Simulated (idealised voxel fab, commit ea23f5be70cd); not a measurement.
process module | voxel released beams
cross-section cut | 250 nm wide | cells 5 nm
A cross-section is a grid of square cells, given in bands from the top down. A band is one or more rows of cells.
Each band's line starts with the height of the band's top and of its bottom, in nm. Then come its materials from left to right, each with its width in nm. One material with "throughout" fills the band from edge to edge. "air" is empty space.
Height 0 is the level under which the wafer as received is all one material. The lowest band goes on downwards, as in "0 down".
A width such as "30 to 40" changes by the same amount from each row of cells to the next, from the band's top row to its bottom row.
"no change" after a step means that no cell of the cross-section changed.
closed voids: empty space of 8 cells or more with no open way to the top, each as width x height at its distance from the left edge, in nm
after a step's settings: what the simulator itself notes on the step
overlay nm, on a step with a mask: how far to the right of its planned place the mask lay; to the left if negative
plan
1 op RECEIVE | material Si
2 op CONFORMAL_DEP | material Al2O3 | thk nm 10
3 op DIRECTIONAL_DEP | material SiO2 | thk nm 20
4 op DIRECTIONAL_DEP | material aC | thk nm 15
5 op PATTERN | tone open | mask id ANCHOR | material resist | width nm 25 | thk nm 30 | overlay nm 0
6 op DIRECTIONAL_ETCH | etch materials aC | depth nm 15
7 op STRIP | etch materials resist
8 op DIRECTIONAL_ETCH | etch materials SiO2 | depth nm 20
9 op STRIP | etch materials aC
10 op CONFORMAL_DEP | material SiN | thk nm 10
11 op PATTERN | tone cover | mask id BEAM | material resist | width nm 70 | thk nm 15 | overlay nm 0
12 op DIRECTIONAL_ETCH | etch materials SiN | depth nm 10
13 op STRIP | etch materials resist
14 op STRIP | etch materials SiO2
as received, after step 1
  0 down: Si throughout
  closed voids: none
first wafer at the end, as planned
  40 to 30: air 85 | SiN 15 | air 5 | SiN 50 | air 95
  30 to 20: air 90 | SiN 10 | air 5 | SiN 10 | air 135
  20 to 10: air 90 | SiN 25 | air 135
  10 to 0: Al2O3 throughout
  0 down: Si throughout
  closed voids: none
second wafer at the end: like start, like plan, one mistake
  0 down: Si throughout
  closed voids: none
what went wrong: step 2 ran as: op CONFORMAL_DEP | material SiO2 | thk nm 10
at the end the second wafer has, in cells: 100 fewer of Al2O3 | 44 fewer of SiN
